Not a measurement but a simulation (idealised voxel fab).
Process module under the name voxel spacer lines
The figure presents cross-section cut, which has a width of 250 nm and is divided into square cells with an edge length of 5 nm.
The cross-sections in this document take the form of a grid made of square cells. They are written out as bands, in order from top to bottom. Each band consists of one or more rows of cells.
Basically the band line says how high the top is and how high the bottom is, in nm, and then what's in it from left to right, every material with its width in nm. Empty space shows up as "empty", and if a single material carries "edge to edge" it runs the full band edge to edge.
Measure heights from 0. That's the level where, below it, the as-received wafer is all one material. The lowest band is bottomless and extends downward; write it as in "z 0 and below".
Width "30..40": first value at the band's top row of cells, second value at its bottom row, equal change from row to row.
Where the words "no modifications" appear for a step, the cross-section shows no cell changed by that step; every cell remained as before.
The list in "Sealed voids" covers empty spaces of 8 cells or more that cannot reach the top through any open way, and it gives each as width x height at distance; the distance is from the left edge, and width, height and distance are in nm.
Heads up: the bit after the settings on a step's line is the simulator's remark on that step.
Among the settings permitted on a step's line is "overlay nm"; applied to a step with a mask, it specifies the extent to which the mask lay to the right of its planned position, whereas a negative figure signifies a position to the left.
THE PLANNED PROCESS STEPS ARE ENUMERATED HEREUNDER
1) RECEIVE (material Si)
2) CONFORMAL_DEP (material Al2O3; thk nm 10)
3) DIRECTIONAL_DEP (material TiN; thk nm 10)
4) DIRECTIONAL_DEP (material aC; thk nm 20)
5) PATTERN (tone cover; mask id MANDREL; material resist; width nm 20; pitch nm 60; thk nm 30; overlay nm 0)
6) DIRECTIONAL_ETCH (etch materials aC; depth nm 20)
7) STRIP (etch materials resist)
8) CONFORMAL_DEP (material SiO2; thk nm 10)
9) DIRECTIONAL_ETCH (etch materials SiO2; depth nm 10)
10) STRIP (etch materials aC)
11) DIRECTIONAL_ETCH (etch materials TiN; depth nm 10)
12) STRIP (etch materials SiO2)
13) FILL_DEP (material SiO2; thk nm 5)
14) CMP (height nm 20)
ACCOUNT OF THE FIRST OF TWO WAFERS, WHICH WAS PROCESSED AS INTENDED
AS RECEIVED (POST STEP 1): CROSS-SECTION
	z 0 and below = Si edge to edge
	Sealed voids: none
SO THIS IS THE WAFER CROSS-SECTION RIGHT AFTER STEP 2
	z 10 to 0 = Al2O3 edge to edge
	Whatever lies below 0 is exactly as it was before.
SO THIS IS THE WAFER CROSS-SECTION RIGHT AFTER STEP 3
	z 20 to 10 = TiN edge to edge
	Whatever lies below 10 is exactly as it was before.
SO THIS IS THE WAFER CROSS-SECTION RIGHT AFTER STEP 4
	z 40 to 20 = aC edge to edge
	Whatever lies below 20 is exactly as it was before.
SO THIS IS THE WAFER CROSS-SECTION RIGHT AFTER STEP 5
	z 70 to 40 = empty: 55 / resist: 20 / empty: 40 / resist: 20 / empty: 40 / resist: 20 / empty: 55
	Whatever lies below 40 is exactly as it was before.
SO THIS IS THE WAFER CROSS-SECTION RIGHT AFTER STEP 6
	z 50 to 40 = empty: 55 / resist: 20 / empty: 40 / resist: 20 / empty: 40 / resist: 20 / empty: 55
	z 40 to 20 = empty: 55 / aC: 20 / empty: 40 / aC: 20 / empty: 40 / aC: 20 / empty: 55
	Whatever lies below 20 is exactly as it was before.
SO THIS IS THE WAFER CROSS-SECTION RIGHT AFTER STEP 7
	z 40 to 20 = empty: 55 / aC: 20 / empty: 40 / aC: 20 / empty: 40 / aC: 20 / empty: 55
	Whatever lies below 20 is exactly as it was before.
SO THIS IS THE WAFER CROSS-SECTION RIGHT AFTER STEP 8
	z 50 to 40 = empty: 45 / SiO2: 40 / empty: 20 / SiO2: 40 / empty: 20 / SiO2: 40 / empty: 45
	z 40 to 30 = empty: 45 / SiO2: 10 / aC: 20 / SiO2: 10 / empty: 20 / SiO2: 10 / aC: 20 / SiO2: 10 / empty: 20 / SiO2: 10 / aC: 20 / SiO2: 10 / empty: 45
	z 30 to 20 = SiO2: 55 / aC: 20 / SiO2: 40 / aC: 20 / SiO2: 40 / aC: 20 / SiO2: 55
	Whatever lies below 20 is exactly as it was before.
SO THIS IS THE WAFER CROSS-SECTION RIGHT AFTER STEP 9
	z 40 to 20 = empty: 45 / SiO2: 10 / aC: 20 / SiO2: 10 / empty: 20 / SiO2: 10 / aC: 20 / SiO2: 10 / empty: 20 / SiO2: 10 / aC: 20 / SiO2: 10 / empty: 45
	Whatever lies below 20 is exactly as it was before.
SO THIS IS THE WAFER CROSS-SECTION RIGHT AFTER STEP 10
	z 40 to 20 = empty: 45 / SiO2: 10 / empty: 20 / SiO2: 10 / empty: 20 / SiO2: 10 / empty: 20 / SiO2: 10 / empty: 20 / SiO2: 10 / empty: 20 / SiO2: 10 / empty: 45
	Whatever lies below 20 is exactly as it was before.
SO THIS IS THE WAFER CROSS-SECTION RIGHT AFTER STEP 11
	z 40 to 20 = empty: 45 / SiO2: 10 / empty: 20 / SiO2: 10 / empty: 20 / SiO2: 10 / empty: 20 / SiO2: 10 / empty: 20 / SiO2: 10 / empty: 20 / SiO2: 10 / empty: 45
	z 20 to 10 = empty: 45 / TiN: 10 / empty: 20 / TiN: 10 / empty: 20 / TiN: 10 / empty: 20 / TiN: 10 / empty: 20 / TiN: 10 / empty: 20 / TiN: 10 / empty: 45
	Whatever lies below 10 is exactly as it was before.
SO THIS IS THE WAFER CROSS-SECTION RIGHT AFTER STEP 12
	z 20 to 10 = empty: 45 / TiN: 10 / empty: 20 / TiN: 10 / empty: 20 / TiN: 10 / empty: 20 / TiN: 10 / empty: 20 / TiN: 10 / empty: 20 / TiN: 10 / empty: 45
	Whatever lies below 10 is exactly as it was before.
SO THIS IS THE WAFER CROSS-SECTION RIGHT AFTER STEP 13
	z 25 to 20 = SiO2 edge to edge
	z 20 to 10 = SiO2: 45 / TiN: 10 / SiO2: 20 / TiN: 10 / SiO2: 20 / TiN: 10 / SiO2: 20 / TiN: 10 / SiO2: 20 / TiN: 10 / SiO2: 20 / TiN: 10 / SiO2: 45
	Whatever lies below 10 is exactly as it was before.
SO THIS IS THE WAFER CROSS-SECTION RIGHT AFTER STEP 14
	z 20 to 10 = SiO2: 45 / TiN: 10 / SiO2: 20 / TiN: 10 / SiO2: 20 / TiN: 10 / SiO2: 20 / TiN: 10 / SiO2: 20 / TiN: 10 / SiO2: 20 / TiN: 10 / SiO2: 45
	Whatever lies below 10 is exactly as it was before.
WAFER TWO OF THE PAIR: SAME ORIGIN, SAME PLAN, ONE ERROR DURING THE RUN; IDENTICAL TO WAFER ONE UP TO AND INCLUDING STEP 6
Planned end of step 7: second wafer, cross-section: no modifications
PLANNED END OF STEP 8: SECOND WAFER, CROSS-SECTION
	z 60 to 50 = empty: 45 / SiO2: 40 / empty: 20 / SiO2: 40 / empty: 20 / SiO2: 40 / empty: 45
	z 50 to 40 = empty: 45 / SiO2: 10 / resist: 20 / SiO2: 10 / empty: 20 / SiO2: 10 / resist: 20 / SiO2: 10 / empty: 20 / SiO2: 10 / resist: 20 / SiO2: 10 / empty: 45
	z 40 to 30 = empty: 45 / SiO2: 10 / aC: 20 / SiO2: 10 / empty: 20 / SiO2: 10 / aC: 20 / SiO2: 10 / empty: 20 / SiO2: 10 / aC: 20 / SiO2: 10 / empty: 45
	z 30 to 20 = SiO2: 55 / aC: 20 / SiO2: 40 / aC: 20 / SiO2: 40 / aC: 20 / SiO2: 55
	Whatever lies below 20 is exactly as it was before.
PLANNED END OF STEP 9: SECOND WAFER, CROSS-SECTION
	z 50 to 40 = empty: 45 / SiO2: 10 / resist: 20 / SiO2: 10 / empty: 20 / SiO2: 10 / resist: 20 / SiO2: 10 / empty: 20 / SiO2: 10 / resist: 20 / SiO2: 10 / empty: 45
	z 40 to 20 = empty: 45 / SiO2: 10 / aC: 20 / SiO2: 10 / empty: 20 / SiO2: 10 / aC: 20 / SiO2: 10 / empty: 20 / SiO2: 10 / aC: 20 / SiO2: 10 / empty: 45
	Whatever lies below 20 is exactly as it was before.
PLANNED END OF STEP 10: SECOND WAFER, CROSS-SECTION
	z 50 to 20 = empty: 45 / SiO2: 10 / empty: 20 / SiO2: 10 / empty: 20 / SiO2: 10 / empty: 20 / SiO2: 10 / empty: 20 / SiO2: 10 / empty: 20 / SiO2: 10 / empty: 45
	Whatever lies below 20 is exactly as it was before.
PLANNED END OF STEP 11: SECOND WAFER, CROSS-SECTION
	z 50 to 20 = empty: 45 / SiO2: 10 / empty: 20 / SiO2: 10 / empty: 20 / SiO2: 10 / empty: 20 / SiO2: 10 / empty: 20 / SiO2: 10 / empty: 20 / SiO2: 10 / empty: 45
	z 20 to 10 = empty: 45 / TiN: 10 / empty: 20 / TiN: 10 / empty: 20 / TiN: 10 / empty: 20 / TiN: 10 / empty: 20 / TiN: 10 / empty: 20 / TiN: 10 / empty: 45
	Whatever lies below 10 is exactly as it was before.
PLANNED END OF STEP 12: SECOND WAFER, CROSS-SECTION
	z 20 to 10 = empty: 45 / TiN: 10 / empty: 20 / TiN: 10 / empty: 20 / TiN: 10 / empty: 20 / TiN: 10 / empty: 20 / TiN: 10 / empty: 20 / TiN: 10 / empty: 45
	Whatever lies below 10 is exactly as it was before.
PLANNED END OF STEP 13: SECOND WAFER, CROSS-SECTION
	z 25 to 20 = SiO2 edge to edge
	z 20 to 10 = SiO2: 45 / TiN: 10 / SiO2: 20 / TiN: 10 / SiO2: 20 / TiN: 10 / SiO2: 20 / TiN: 10 / SiO2: 20 / TiN: 10 / SiO2: 20 / TiN: 10 / SiO2: 45
	Whatever lies below 10 is exactly as it was before.
PLANNED END OF STEP 14: SECOND WAFER, CROSS-SECTION
	z 20 to 10 = SiO2: 45 / TiN: 10 / SiO2: 20 / TiN: 10 / SiO2: 20 / TiN: 10 / SiO2: 20 / TiN: 10 / SiO2: 20 / TiN: 10 / SiO2: 20 / TiN: 10 / SiO2: 45
	Whatever lies below 10 is exactly as it was before.
Run error: plan step 7 was not performed, having been skipped
The two wafers come out with the same cross-section, meaning that, for this model, the mistake has no consequence in the computed result.
